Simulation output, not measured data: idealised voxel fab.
process module | voxel wiring stack
cross-section cut | 205 nm wide | cells 5 nm
A cross-section is a grid of square cells, given in bands from the top down. A band is one or more rows of cells.
Each band's line starts with the height of the band's top and of its bottom, in nm. Then come its materials from left to right, each with its width in nm. One material with "throughout" fills the band from edge to edge. "air" is empty space.
Height 0 is the level under which the wafer as received is all one material. The lowest band goes on downwards, as in "0 down".
A width such as "30 to 40" changes by the same amount from each row of cells to the next, from the band's top row to its bottom row.
"no change" after a step means that no cell of the cross-section changed.
closed voids: empty space of 8 cells or more with no open way to the top, each as width x height at its distance from the left edge, in nm
after a step's settings: what the simulator itself notes on the step
overlay nm, on a step with a mask: how far to the right of its planned place the mask lay; to the left if negative
Each pair below shows a cross-section before one step and the cross-section after it, down to the lowest band that changed. The line under each pair gives the step between them, with its settings. The pairs can come from different runs of this module on the same starting wafer, so a pair continues from the pair above only where its "before" says so.
before
  75 to 55: SiO2 30 | air 25 | SiO2 15 | air 25 | SiO2 15 | air 25 | SiO2 15 | air 25 | SiO2 30
  55 to 45: SiO2 40 | air 15 | SiO2 25 | air 15 | SiO2 25 | air 15 | SiO2 25 | air 15 | SiO2 30
  45 to 40: SiCN 40 | air 10 | SiCN 30 | air 10 | SiCN 30 | air 10 | SiCN 30 | air 10 | SiCN 35
  40 to 15: SiO2 30 | W 20 | SiO2 20 | W 20 | SiO2 20 | W 20 | SiO2 20 | W 20 | SiO2 35
  15 to 10: SiO2 30 | TiN 20 | SiO2 20 | TiN 20 | SiO2 20 | TiN 20 | SiO2 20 | TiN 20 | SiO2 35
  10 to 0: SiO2 throughout
  0 down: Si throughout
  closed voids: none
after
  80 to 75: TiN 35 | air 15 | TiN 25 | air 15 | TiN 25 | air 15 | TiN 25 | air 15 | TiN 35
  75 to 60: SiO2 30 | TiN 5 | air 15 | TiN 5 | SiO2 15 | TiN 5 | air 15 | TiN 5 | SiO2 15 | TiN 5 | air 15 | TiN 5 | SiO2 15 | TiN 5 | air 15 | TiN 5 | SiO2 30
  60 to 50: SiO2 30 to 40 | TiN 15 to 5 | air 5 | TiN 5 | SiO2 15 to 25 | TiN 15 to 5 | air 5 | TiN 5 | SiO2 15 to 25 | TiN 15 to 5 | air 5 | TiN 5 | SiO2 15 to 25 | TiN 15 to 5 | air 5 | TiN 5 | SiO2 30
  50 to 45: SiO2 40 | TiN 15 | SiO2 25 | TiN 15 | SiO2 25 | TiN 15 | SiO2 25 | TiN 15 | SiO2 30
  45 to 40: SiCN 40 | TiN 10 | SiCN 30 | TiN 10 | SiCN 30 | TiN 10 | SiCN 30 | TiN 10 | SiCN 35
  below 40: unchanged
  closed voids: none
the step between: op CONFORMAL_DEP | material TiN | thk nm 5
before: the cross-section after the pair above
after
  85 to 80: Ru throughout
  80 to 75: TiN 35 | Ru 15 | TiN 25 | Ru 15 | TiN 25 | Ru 15 | TiN 25 | Ru 15 | TiN 35
  75 to 60: SiO2 30 | TiN 5 | Ru 15 | TiN 5 | SiO2 15 | TiN 5 | Ru 15 | TiN 5 | SiO2 15 | TiN 5 | Ru 15 | TiN 5 | SiO2 15 | TiN 5 | Ru 15 | TiN 5 | SiO2 30
  60 to 50: SiO2 30 to 40 | TiN 15 to 5 | Ru 5 | TiN 5 | SiO2 15 to 25 | TiN 15 to 5 | Ru 5 | TiN 5 | SiO2 15 to 25 | TiN 15 to 5 | Ru 5 | TiN 5 | SiO2 15 to 25 | TiN 15 to 5 | Ru 5 | TiN 5 | SiO2 30
  below 50: unchanged
  closed voids: none
the step between: op FILL_DEP | material Ru | thk nm 5
before: the cross-section after the pair above
after
  75 to 60: SiO2 30 | TiN 5 | Ru 15 | TiN 5 | SiO2 15 | TiN 5 | Ru 15 | TiN 5 | SiO2 15 | TiN 5 | Ru 15 | TiN 5 | SiO2 15 | TiN 5 | Ru 15 | TiN 5 | SiO2 30
  below 60: unchanged
  closed voids: none
the step between: op CMP | height nm 75
before: the cross-section after the pair above
after
  80 to 75: SiCN throughout
  below 75: unchanged
  closed voids: none
the step between: op CONFORMAL_DEP | material SiCN | thk nm 5
before: the cross-section after the pair above
after
  100 to 80: SiO2 throughout
  below 80: unchanged
  closed voids: none
the step between: op DIRECTIONAL_DEP | material SiO2 | thk nm 20
before: the cross-section after the pair above
after
  100 to 80: SiO2 30 | air 15 | SiO2 65 | air 15 | SiO2 80
  below 80: unchanged
  closed voids: none
the step between: op MASKED_ETCH | tone open | mask id PLUG_2 | width nm 15 | pitch nm 80 | etch materials SiO2 | depth nm 20 | overlay nm 0
before: the cross-section after the pair above
after
  100 to 80: SiO2 30 | air 15 | SiO2 65 | air 15 | SiO2 80
  80 to 75: SiCN 30 | air 15 | SiCN 65 | air 15 | SiCN 80
  below 75: unchanged
  closed voids: none
the step between: op MASKED_ETCH | tone open | mask id PLUG_2 | width nm 15 | pitch nm 80 | etch materials SiCN | depth nm 5 | overlay nm 0
before: the cross-section after the pair above
after
  105 to 100: TiN 35 | air 5 | TiN 75 | air 5 | TiN 85
  100 to 80: SiO2 30 | TiN 5 | air 5 | TiN 5 | SiO2 65 | TiN 5 | air 5 | TiN 5 | SiO2 80
  80 to 75: SiCN 30 | TiN 15 | SiCN 65 | TiN 15 | SiCN 80
  below 75: unchanged
  closed voids: none
the step between: op CONFORMAL_DEP | material TiN | thk nm 5
before: the cross-section after the pair above
after
  115 to 105: W throughout
  105 to 100: TiN 35 | W 5 | TiN 75 | W 5 | TiN 85
  100 to 80: SiO2 30 | TiN 5 | W 5 | TiN 5 | SiO2 65 | TiN 5 | W 5 | TiN 5 | SiO2 80
  below 80: unchanged
  closed voids: none
the step between: op FILL_DEP | material W | thk nm 10
before: the cross-section after the pair above
after
  100 to 80: SiO2 30 | TiN 5 | W 5 | TiN 5 | SiO2 65 | TiN 5 | W 5 | TiN 5 | SiO2 80
  below 80: unchanged
  closed voids: none
the step between: op CMP | height nm 100
before: the cross-section after the pair above
after
  105 to 100: SiN throughout
  below 100: unchanged
  closed voids: none
the step between: op CONFORMAL_DEP | material SiN | thk nm 5
before: the cross-section after the pair above
after
  125 to 105: lowk throughout
  below 105: unchanged
  closed voids: none
the step between: op DIRECTIONAL_DEP | material lowk | thk nm 20
before: the cross-section after the pair above
after
  125 to 105: lowk 30 | air 20 | lowk 20 | air 20 | lowk 20 | air 20 | lowk 20 | air 20 | lowk 35
  below 105: unchanged
  closed voids: none
the step between: op MASKED_ETCH | tone open | mask id METAL_3 | width nm 20 | pitch nm 40 | etch materials lowk | depth nm 20 | overlay nm 0
before: the cross-section after the pair above
after
  125 to 105: lowk 30 | air 20 | lowk 20 | air 20 | lowk 20 | air 20 | lowk 20 | air 20 | lowk 35
  105 to 100: SiN 30 | air 20 | SiN 20 | air 20 | SiN 20 | air 20 | SiN 20 | air 20 | SiN 35
  below 100: unchanged
  closed voids: none
the step between: op MASKED_ETCH | tone open | mask id METAL_3 | width nm 20 | pitch nm 40 | etch materials SiN | depth nm 5 | overlay nm 0
before: the cross-section after the pair above
after
  130 to 125: TiN 35 | air 10 | TiN 30 | air 10 | TiN 30 | air 10 | TiN 30 | air 10 | TiN 40
  125 to 105: lowk 30 | TiN 5 | air 10 | TiN 5 | lowk 20 | TiN 5 | air 10 | TiN 5 | lowk 20 | TiN 5 | air 10 | TiN 5 | lowk 20 | TiN 5 | air 10 | TiN 5 | lowk 35
  105 to 100: SiN 30 | TiN 20 | SiN 20 | TiN 20 | SiN 20 | TiN 20 | SiN 20 | TiN 20 | SiN 35
  below 100: unchanged
  closed voids: none
the step between: op CONFORMAL_DEP | material TiN | thk nm 5
before: the cross-section after the pair above
after
  135 to 130: Cu throughout
  130 to 125: TiN 35 | Cu 10 | TiN 30 | Cu 10 | TiN 30 | Cu 10 | TiN 30 | Cu 10 | TiN 40
  125 to 105: lowk 30 | TiN 5 | Cu 10 | TiN 5 | lowk 20 | TiN 5 | Cu 10 | TiN 5 | lowk 20 | TiN 5 | Cu 10 | TiN 5 | lowk 20 | TiN 5 | Cu 10 | TiN 5 | lowk 35
  below 105: unchanged
  closed voids: none
the step between: op FILL_DEP | material Cu | thk nm 5
before: the cross-section after the pair above
after
  125 to 105: lowk 30 | TiN 5 | Cu 10 | TiN 5 | lowk 20 | TiN 5 | Cu 10 | TiN 5 | lowk 20 | TiN 5 | Cu 10 | TiN 5 | lowk 20 | TiN 5 | Cu 10 | TiN 5 | lowk 35
  below 105: unchanged
  closed voids: none
the step between: op CMP | height nm 125
before: the cross-section after the pair above
after
  130 to 125: SiCN throughout
  below 125: unchanged
  closed voids: none
the step between: op CONFORMAL_DEP | material SiCN | thk nm 5
before
  105 to 100: SiN throughout
  100 to 80: SiO2 30 | TiN 5 | W 5 | TiN 5 | SiO2 65 | TiN 5 | W 5 | TiN 5 | SiO2 80
  80 to 75: SiCN 30 | TiN 15 | SiCN 65 | TiN 15 | SiCN 80
  75 to 60: SiO2 30 | TiN 5 | Ru 10 | TiN 5 | SiO2 20 | TiN 5 | Ru 10 | TiN 5 | SiO2 20 | TiN 5 | Ru 10 | TiN 5 | SiO2 20 | TiN 5 | Ru 10 | TiN 5 | SiO2 35
  60 to 55: SiO2 30 | TiN 5 | Ru 5 | TiN 10 | SiO2 20 | TiN 5 | Ru 5 | TiN 10 | SiO2 20 | TiN 5 | Ru 5 | TiN 10 | SiO2 20 | TiN 5 | Ru 5 | TiN 10 | SiO2 35
  55 to 45: SiO2 30 | TiN 5 | Ru 5 | TiN 5 | SiO2 25 | TiN 5 | Ru 5 | TiN 5 | SiO2 25 | TiN 5 | Ru 5 | TiN 5 | SiO2 25 | TiN 5 | Ru 5 | TiN 5 | SiO2 40
  45 to 40: SiCN 30 | TiN 15 | SiCN 25 | TiN 15 | SiCN 25 | TiN 15 | SiCN 25 | TiN 15 | SiCN 40
  40 to 15: SiO2 30 | W 20 | SiO2 20 | W 20 | SiO2 20 | W 20 | SiO2 20 | W 20 | SiO2 35
  15 to 10: SiO2 30 | TiN 20 | SiO2 20 | TiN 20 | SiO2 20 | TiN 20 | SiO2 20 | TiN 20 | SiO2 35
  10 to 0: SiO2 throughout
  0 down: Si throughout
  closed voids: none
after
  125 to 100: SiN throughout
  below 100: unchanged
  closed voids: none
the step between: op DIRECTIONAL_DEP | material SiN | thk nm 20
before: the cross-section after the pair above
after
  125 to 120: SiN 30 | air 20 | SiN 20 | air 20 | SiN 20 | air 20 | SiN 20 | air 20 | SiN 35
  below 120: unchanged
  closed voids: none
the step between: op MASKED_ETCH | tone open | mask id METAL_3 | width nm 20 | pitch nm 40 | etch materials SiN | depth nm 5 | overlay nm 0
before: the cross-section after the pair above
after
  130 to 125: TiN 35 | air 10 | TiN 30 | air 10 | TiN 30 | air 10 | TiN 30 | air 10 | TiN 40
  125 to 120: SiN 30 | TiN 20 | SiN 20 | TiN 20 | SiN 20 | TiN 20 | SiN 20 | TiN 20 | SiN 35
  below 120: unchanged
  closed voids: none
the step between: op CONFORMAL_DEP | material TiN | thk nm 5
before: the cross-section after the pair above
after
  135 to 130: Cu throughout
  130 to 125: TiN 35 | Cu 10 | TiN 30 | Cu 10 | TiN 30 | Cu 10 | TiN 30 | Cu 10 | TiN 40
  below 125: unchanged
  closed voids: none
the step between: op FILL_DEP | material Cu | thk nm 5
before: the cross-section after the pair above
after
  125 to 120: SiN 30 | TiN 20 | SiN 20 | TiN 20 | SiN 20 | TiN 20 | SiN 20 | TiN 20 | SiN 35
  below 120: unchanged
  closed voids: none
the step between: op CMP | height nm 125
before: the cross-section after the pair above
after
  130 to 125: SiCN throughout
  below 125: unchanged
  closed voids: none
the step between: op CONFORMAL_DEP | material SiCN | thk nm 5
before
  125 to 105: lowk throughout
  105 to 100: SiN throughout
  100 to 80: SiO2 30 | TiN 5 | W 5 | TiN 5 | SiO2 65 | TiN 5 | W 5 | TiN 5 | SiO2 80
  80 to 75: SiCN 30 | TiN 15 | SiCN 65 | TiN 15 | SiCN 80
  75 to 60: SiO2 30 | TiN 5 | Ru 10 | TiN 5 | SiO2 20 | TiN 5 | Ru 10 | TiN 5 | SiO2 20 | TiN 5 | Ru 10 | TiN 5 | SiO2 20 | TiN 5 | Ru 10 | TiN 5 | SiO2 35
  60 to 55: SiO2 30 | TiN 5 | Ru 5 | TiN 10 | SiO2 20 | TiN 5 | Ru 5 | TiN 10 | SiO2 20 | TiN 5 | Ru 5 | TiN 10 | SiO2 20 | TiN 5 | Ru 5 | TiN 10 | SiO2 35
  55 to 45: SiO2 30 | TiN 5 | Ru 5 | TiN 5 | SiO2 25 | TiN 5 | Ru 5 | TiN 5 | SiO2 25 | TiN 5 | Ru 5 | TiN 5 | SiO2 25 | TiN 5 | Ru 5 | TiN 5 | SiO2 40
  45 to 40: SiCN 30 | TiN 15 | SiCN 25 | TiN 15 | SiCN 25 | TiN 15 | SiCN 25 | TiN 15 | SiCN 40
  40 to 15: SiO2 30 | W 20 | SiO2 20 | W 20 | SiO2 20 | W 20 | SiO2 20 | W 20 | SiO2 35
  15 to 10: SiO2 30 | TiN 20 | SiO2 20 | TiN 20 | SiO2 20 | TiN 20 | SiO2 20 | TiN 20 | SiO2 35
  10 to 0: SiO2 throughout
  0 down: Si throughout
  closed voids: none
after
  125 to 105: air 30 | lowk 20 | air 20 | lowk 20 | air 20 | lowk 20 | air 20 | lowk 20 | air 35
  below 105: unchanged
  closed voids: none
the step between: op MASKED_ETCH | tone cover | mask id METAL_3 | width nm 20 | pitch nm 40 | etch materials lowk | depth nm 20 | overlay nm 0
before: the cross-section after the pair above
after
  130 to 125: air 25 | TiN 30 | air 10 | TiN 30 | air 10 | TiN 30 | air 10 | TiN 30 | air 30
  125 to 110: air 25 | TiN 5 | lowk 20 | TiN 5 | air 10 | TiN 5 | lowk 20 | TiN 5 | air 10 | TiN 5 | lowk 20 | TiN 5 | air 10 | TiN 5 | lowk 20 | TiN 5 | air 30
  110 to 105: TiN 30 | lowk 20 | TiN 20 | lowk 20 | TiN 20 | lowk 20 | TiN 20 | lowk 20 | TiN 35
  below 105: unchanged
  closed voids: none
the step between: op CONFORMAL_DEP | material TiN | thk nm 5
before: the cross-section after the pair above
after
  135 to 130: Cu throughout
  130 to 125: Cu 25 | TiN 30 | Cu 10 | TiN 30 | Cu 10 | TiN 30 | Cu 10 | TiN 30 | Cu 30
  125 to 110: Cu 25 | TiN 5 | lowk 20 | TiN 5 | Cu 10 | TiN 5 | lowk 20 | TiN 5 | Cu 10 | TiN 5 | lowk 20 | TiN 5 | Cu 10 | TiN 5 | lowk 20 | TiN 5 | Cu 30
  below 110: unchanged
  closed voids: none
the step between: op FILL_DEP | material Cu | thk nm 5
before: the cross-section after the pair above
after
  125 to 110: Cu 25 | TiN 5 | lowk 20 | TiN 5 | Cu 10 | TiN 5 | lowk 20 | TiN 5 | Cu 10 | TiN 5 | lowk 20 | TiN 5 | Cu 10 | TiN 5 | lowk 20 | TiN 5 | Cu 30
  below 110: unchanged
  closed voids: none
the step between: op CMP | height nm 125
before: the cross-section after the pair above
after
  130 to 125: SiCN throughout
  below 125: unchanged
  closed voids: none
the step between: op CONFORMAL_DEP | material SiCN | thk nm 5
